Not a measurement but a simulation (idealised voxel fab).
process module | voxel air gaps
cross-section cut | 180 nm wide | cells 5 nm
A cross-section is a grid of square cells, given in bands from the top down. A band is one or more rows of cells.
Each band's line starts with the height of the band's top and of its bottom, in nm. Then come its materials from left to right, each with its width in nm. One material with "throughout" fills the band from edge to edge. "air" is empty space.
Height 0 is the level under which the wafer as received is all one material. The lowest band goes on downwards, as in "0 down".
A width such as "30 to 40" changes by the same amount from each row of cells to the next, from the band's top row to its bottom row.
"no change" after a step means that no cell of the cross-section changed.
closed voids: empty space of 8 cells or more with no open way to the top, each as width x height at its distance from the left edge, in nm
after a step's settings: what the simulator itself notes on the step
overlay nm, on a step with a mask: how far to the right of its planned place the mask lay; to the left if negative
plan
1 op RECEIVE | material Si
2 op CONFORMAL_DEP | material SiO2 | thk nm 15
3 op CONFORMAL_DEP | material SiN | thk nm 5
4 op DIRECTIONAL_DEP | material SiO2 | thk nm 40
5 op PATTERN | tone open | mask id LINES | material resist | width nm 15 | pitch nm 45 | thk nm 20 | overlay nm 0
6 op DIRECTIONAL_ETCH | etch materials SiO2 | depth nm 40
7 op STRIP | etch materials resist
8 op CONFORMAL_DEP | material TiN | thk nm 5
9 op FILL_DEP | material W | thk nm 5
10 op CMP | height nm 60
11 op EPI | material Ru | thk nm 10
12 op SELECTIVE_ETCH | etch materials SiO2 | depth nm 50
13 op CONFORMAL_DEP | material SiCN | thk nm 5
as received, after step 1
  0 down: Si throughout
  closed voids: none
a wafer at the end: this start, this plan, one mistake
  75 to 70: air 20 | SiCN 135 | air 25
  70 to 60: air 20 | SiCN 5 | Ru 35 | SiCN 10 | Ru 35 | SiCN 10 | Ru 35 | SiCN 5 | air 25
  60 to 55: air 20 | SiCN 15 | TiN 5 | W 5 | TiN 5 | SiCN 30 | TiN 5 | W 5 | TiN 5 | SiCN 30 | TiN 5 | W 5 | TiN 5 | SiCN 15 | air 25
  55 to 40: air 30 | SiCN 5 | TiN 5 | W 5 | TiN 5 | SiCN 5 | air 20 | SiCN 5 | TiN 5 | W 5 | TiN 5 | SiCN 5 | air 20 | SiCN 5 | TiN 5 | W 5 | TiN 5 | SiCN 5 | air 35
  40 to 35: SiCN 35 | TiN 15 | SiCN 30 | TiN 15 | SiCN 30 | TiN 15 | SiCN 40
  35 to 30: SiN throughout
  30 to 0: SiO2 throughout
  0 down: Si throughout
  closed voids: 20 x 15 at 55; 20 x 15 at 100
what went wrong: step 2 was run twice
